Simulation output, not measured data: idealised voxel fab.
Name of the process module below: voxel self aligned vias
Cross-sectional view cut (width: 180 nm; square cell size: 5 nm).
Just so we're on the same page, the cross-sections are grids of square cells, and they're listed out in bands top to bottom, each band one or more rows deep.
What a band's entry tells you: where the top is and where the bottom is, as heights in nm, and after that what lies inside, material by material from left to right, each with its width in nm. Empty space is written as the word "blank", and a single material marked with the word "all across" occupies the band from edge to edge.
Heights are expressed relative to 0, this being the level below which the as-received wafer comprises one material exclusively. The lowest band is unbounded in the downward direction and is denoted as in "0 -> down".
Graded width ("30 to 40"): value in top row of band = first number; value in bottom row = second number; row-to-row change constant.
"identical to before", as given for a step, is the statement that not any cell of the cross-section underwent a change during that step.
"Voids, enclosed": sealed empty spaces, 8 cells or more, no open way to top, listed width x height at distance, with distance from the left edge and width, height and distance in nm.
after a step's settings: what the simulator itself notes on the step
"overlay nm" on a masked step: distance the mask lay right of its planned place, negative for left.

**The following list gives the planned process steps**
1: RECEIVE [material Si]
2: CONFORMAL_DEP [material SiO2] [thk nm 10]
3: CONFORMAL_DEP [material SiCN] [thk nm 5]
4: DIRECTIONAL_DEP [material lowk] [thk nm 25]
5: MASKED_ETCH [tone open] [mask id LINES] [width nm 30] [pitch nm 75] [etch materials lowk] [depth nm 25] [overlay nm 0]
6: CONFORMAL_DEP [material TiN] [thk nm 5]
7: FILL_DEP [material Ru] [thk nm 5]
8: CMP [height nm 40]
9: SELECTIVE_ETCH [etch materials W Ru TiN] [depth nm 5]
10: FILL_DEP [material SiN] [thk nm 5]
11: CMP [height nm 40]
12: DIRECTIONAL_DEP [material lowk] [thk nm 20]
13: DIRECTIONAL_DEP [material aC] [thk nm 15]
14: PATTERN [tone open] [mask id VIAS] [material resist] [width nm 50] [pitch nm 75] [thk nm 30] [overlay nm 0]
15: DIRECTIONAL_ETCH [etch materials aC] [depth nm 15]
16: STRIP [etch materials resist]
17: DIRECTIONAL_ETCH [etch materials lowk] [depth nm 20]
18: DIRECTIONAL_ETCH [etch materials SiN] [depth nm 5]
19: STRIP [etch materials aC]
20: CONFORMAL_DEP [material TiN] [thk nm 5]
21: FILL_DEP [material Ru] [thk nm 5]
22: CMP [height nm 60]
23: CONFORMAL_DEP [material SiN] [thk nm 5]

**First of two wafers, with the run carried out as planned**

**Cross-section of the wafer at receipt, which is the condition after step 1**
    0 -> down | Si all across
    Voids, enclosed: none

**So this is the wafer cross-section right after step 2**
    10 -> 0 | SiO2 all across
    below 0: unchanged

**So this is the wafer cross-section right after step 3**
    15 -> 10 | SiCN all across
    below 10: unchanged

**So this is the wafer cross-section right after step 4**
    40 -> 15 | lowk all across
    below 15: unchanged

**So this is the wafer cross-section right after step 5**
    40 -> 15 | lowk: 35  blank: 30  lowk: 45  blank: 30  lowk: 40
    below 15: unchanged

**So this is the wafer cross-section right after step 6**
    45 -> 40 | TiN: 40  blank: 20  TiN: 55  blank: 20  TiN: 45
    40 -> 20 | lowk: 35  TiN: 5  blank: 20  TiN: 5  lowk: 45  TiN: 5  blank: 20  TiN: 5  lowk: 40
    20 -> 15 | lowk: 35  TiN: 30  lowk: 45  TiN: 30  lowk: 40
    below 15: unchanged

**So this is the wafer cross-section right after step 7**
    50 -> 45 | Ru all across
    45 -> 40 | TiN: 40  Ru: 20  TiN: 55  Ru: 20  TiN: 45
    40 -> 20 | lowk: 35  TiN: 5  Ru: 20  TiN: 5  lowk: 45  TiN: 5  Ru: 20  TiN: 5  lowk: 40
    below 20: unchanged

**So this is the wafer cross-section right after step 8**
    40 -> 20 | lowk: 35  TiN: 5  Ru: 20  TiN: 5  lowk: 45  TiN: 5  Ru: 20  TiN: 5  lowk: 40
    below 20: unchanged

**So this is the wafer cross-section right after step 9**
    40 -> 35 | lowk: 35  blank: 30  lowk: 45  blank: 30  lowk: 40
    below 35: unchanged

**So this is the wafer cross-section right after step 10**
    45 -> 40 | SiN all across
    40 -> 35 | lowk: 35  SiN: 30  lowk: 45  SiN: 30  lowk: 40
    below 35: unchanged

**So this is the wafer cross-section right after step 11**
    40 -> 35 | lowk: 35  SiN: 30  lowk: 45  SiN: 30  lowk: 40
    below 35: unchanged

**So this is the wafer cross-section right after step 12**
    60 -> 40 | lowk all across
    below 40: unchanged

**So this is the wafer cross-section right after step 13**
    75 -> 60 | aC all across
    below 60: unchanged

**So this is the wafer cross-section right after step 14**
    105 -> 75 | resist: 25  blank: 50  resist: 25  blank: 50  resist: 30
    below 75: unchanged

**So this is the wafer cross-section right after step 15**
    90 -> 75 | resist: 25  blank: 50  resist: 25  blank: 50  resist: 30
    75 -> 60 | aC: 25  blank: 50  aC: 25  blank: 50  aC: 30
    below 60: unchanged

**So this is the wafer cross-section right after step 16**
    75 -> 60 | aC: 25  blank: 50  aC: 25  blank: 50  aC: 30
    below 60: unchanged

**So this is the wafer cross-section right after step 17**
    75 -> 60 | aC: 25  blank: 50  aC: 25  blank: 50  aC: 30
    60 -> 40 | lowk: 25  blank: 50  lowk: 25  blank: 50  lowk: 30
    below 40: unchanged

**So this is the wafer cross-section right after step 18**
    75 -> 60 | aC: 25  blank: 50  aC: 25  blank: 50  aC: 30
    60 -> 40 | lowk: 25  blank: 50  lowk: 25  blank: 50  lowk: 30
    40 -> 35 | lowk: 35  blank: 30  lowk: 45  blank: 30  lowk: 40
    below 35: unchanged

**So this is the wafer cross-section right after step 19**
    60 -> 40 | lowk: 25  blank: 50  lowk: 25  blank: 50  lowk: 30
    below 40: unchanged

**So this is the wafer cross-section right after step 20**
    65 -> 60 | TiN: 30  blank: 40  TiN: 35  blank: 40  TiN: 35
    60 -> 45 | lowk: 25  TiN: 5  blank: 40  TiN: 5  lowk: 25  TiN: 5  blank: 40  TiN: 5  lowk: 30
    45 -> 40 | lowk: 25  TiN: 15  blank: 20  TiN: 15  lowk: 25  TiN: 15  blank: 20  TiN: 15  lowk: 30
    40 -> 35 | lowk: 35  TiN: 30  lowk: 45  TiN: 30  lowk: 40
    below 35: unchanged

**So this is the wafer cross-section right after step 21**
    70 -> 65 | Ru all across
    65 -> 60 | TiN: 30  Ru: 40  TiN: 35  Ru: 40  TiN: 35
    60 -> 45 | lowk: 25  TiN: 5  Ru: 40  TiN: 5  lowk: 25  TiN: 5  Ru: 40  TiN: 5  lowk: 30
    45 -> 40 | lowk: 25  TiN: 15  Ru: 20  TiN: 15  lowk: 25  TiN: 15  Ru: 20  TiN: 15  lowk: 30
    below 40: unchanged

**So this is the wafer cross-section right after step 22**
    60 -> 45 | lowk: 25  TiN: 5  Ru: 40  TiN: 5  lowk: 25  TiN: 5  Ru: 40  TiN: 5  lowk: 30
    below 45: unchanged

**So this is the wafer cross-section right after step 23**
    65 -> 60 | SiN all across
    below 60: unchanged

**Second wafer, same starting state and plan as the first, one mistake in the run, identical through step 1**

**What the second wafer looks like in cross-section when step 2 should have wrapped up**
    5 -> 0 | SiCN all across
    below 0: unchanged

**What the second wafer looks like in cross-section when step 3 should have wrapped up**
    15 -> 5 | SiO2 all across
    below 5: unchanged

**What the second wafer looks like in cross-section when step 4 should have wrapped up**
    40 -> 15 | lowk all across
    below 15: unchanged

**What the second wafer looks like in cross-section when step 5 should have wrapped up**
    40 -> 15 | lowk: 35  blank: 30  lowk: 45  blank: 30  lowk: 40
    below 15: unchanged

**What the second wafer looks like in cross-section when step 6 should have wrapped up**
    45 -> 40 | TiN: 40  blank: 20  TiN: 55  blank: 20  TiN: 45
    40 -> 20 | lowk: 35  TiN: 5  blank: 20  TiN: 5  lowk: 45  TiN: 5  blank: 20  TiN: 5  lowk: 40
    20 -> 15 | lowk: 35  TiN: 30  lowk: 45  TiN: 30  lowk: 40
    below 15: unchanged

**What the second wafer looks like in cross-section when step 7 should have wrapped up**
    50 -> 45 | Ru all across
    45 -> 40 | TiN: 40  Ru: 20  TiN: 55  Ru: 20  TiN: 45
    40 -> 20 | lowk: 35  TiN: 5  Ru: 20  TiN: 5  lowk: 45  TiN: 5  Ru: 20  TiN: 5  lowk: 40
    below 20: unchanged

**What the second wafer looks like in cross-section when step 8 should have wrapped up**
    40 -> 20 | lowk: 35  TiN: 5  Ru: 20  TiN: 5  lowk: 45  TiN: 5  Ru: 20  TiN: 5  lowk: 40
    below 20: unchanged

**What the second wafer looks like in cross-section when step 9 should have wrapped up**
    40 -> 35 | lowk: 35  blank: 30  lowk: 45  blank: 30  lowk: 40
    below 35: unchanged

**What the second wafer looks like in cross-section when step 10 should have wrapped up**
    45 -> 40 | SiN all across
    40 -> 35 | lowk: 35  SiN: 30  lowk: 45  SiN: 30  lowk: 40
    below 35: unchanged

**What the second wafer looks like in cross-section when step 11 should have wrapped up**
    40 -> 35 | lowk: 35  SiN: 30  lowk: 45  SiN: 30  lowk: 40
    below 35: unchanged

**What the second wafer looks like in cross-section when step 12 should have wrapped up**
    60 -> 40 | lowk all across
    below 40: unchanged

**What the second wafer looks like in cross-section when step 13 should have wrapped up**
    75 -> 60 | aC all across
    below 60: unchanged

**What the second wafer looks like in cross-section when step 14 should have wrapped up**
    105 -> 75 | resist: 25  blank: 50  resist: 25  blank: 50  resist: 30
    below 75: unchanged

**What the second wafer looks like in cross-section when step 15 should have wrapped up**
    90 -> 75 | resist: 25  blank: 50  resist: 25  blank: 50  resist: 30
    75 -> 60 | aC: 25  blank: 50  aC: 25  blank: 50  aC: 30
    below 60: unchanged

**What the second wafer looks like in cross-section when step 16 should have wrapped up**
    75 -> 60 | aC: 25  blank: 50  aC: 25  blank: 50  aC: 30
    below 60: unchanged

**What the second wafer looks like in cross-section when step 17 should have wrapped up**
    75 -> 60 | aC: 25  blank: 50  aC: 25  blank: 50  aC: 30
    60 -> 40 | lowk: 25  blank: 50  lowk: 25  blank: 50  lowk: 30
    below 40: unchanged

**What the second wafer looks like in cross-section when step 18 should have wrapped up**
    75 -> 60 | aC: 25  blank: 50  aC: 25  blank: 50  aC: 30
    60 -> 40 | lowk: 25  blank: 50  lowk: 25  blank: 50  lowk: 30
    40 -> 35 | lowk: 35  blank: 30  lowk: 45  blank: 30  lowk: 40
    below 35: unchanged

**What the second wafer looks like in cross-section when step 19 should have wrapped up**
    60 -> 40 | lowk: 25  blank: 50  lowk: 25  blank: 50  lowk: 30
    below 40: unchanged

**What the second wafer looks like in cross-section when step 20 should have wrapped up**
    65 -> 60 | TiN: 30  blank: 40  TiN: 35  blank: 40  TiN: 35
    60 -> 45 | lowk: 25  TiN: 5  blank: 40  TiN: 5  lowk: 25  TiN: 5  blank: 40  TiN: 5  lowk: 30
    45 -> 40 | lowk: 25  TiN: 15  blank: 20  TiN: 15  lowk: 25  TiN: 15  blank: 20  TiN: 15  lowk: 30
    40 -> 35 | lowk: 35  TiN: 30  lowk: 45  TiN: 30  lowk: 40
    below 35: unchanged

**What the second wafer looks like in cross-section when step 21 should have wrapped up**
    70 -> 65 | Ru all across
    65 -> 60 | TiN: 30  Ru: 40  TiN: 35  Ru: 40  TiN: 35
    60 -> 45 | lowk: 25  TiN: 5  Ru: 40  TiN: 5  lowk: 25  TiN: 5  Ru: 40  TiN: 5  lowk: 30
    45 -> 40 | lowk: 25  TiN: 15  Ru: 20  TiN: 15  lowk: 25  TiN: 15  Ru: 20  TiN: 15  lowk: 30
    below 40: unchanged

**What the second wafer looks like in cross-section when step 22 should have wrapped up**
    60 -> 45 | lowk: 25  TiN: 5  Ru: 40  TiN: 5  lowk: 25  TiN: 5  Ru: 40  TiN: 5  lowk: 30
    below 45: unchanged

**What the second wafer looks like in cross-section when step 23 should have wrapped up**
    65 -> 60 | SiN all across
    below 60: unchanged
Misprocessing identified: steps 2 and 3 of the plan were run in the wrong order, each in the other's place
Both wafers, final: cells per material equal; arrangement not.
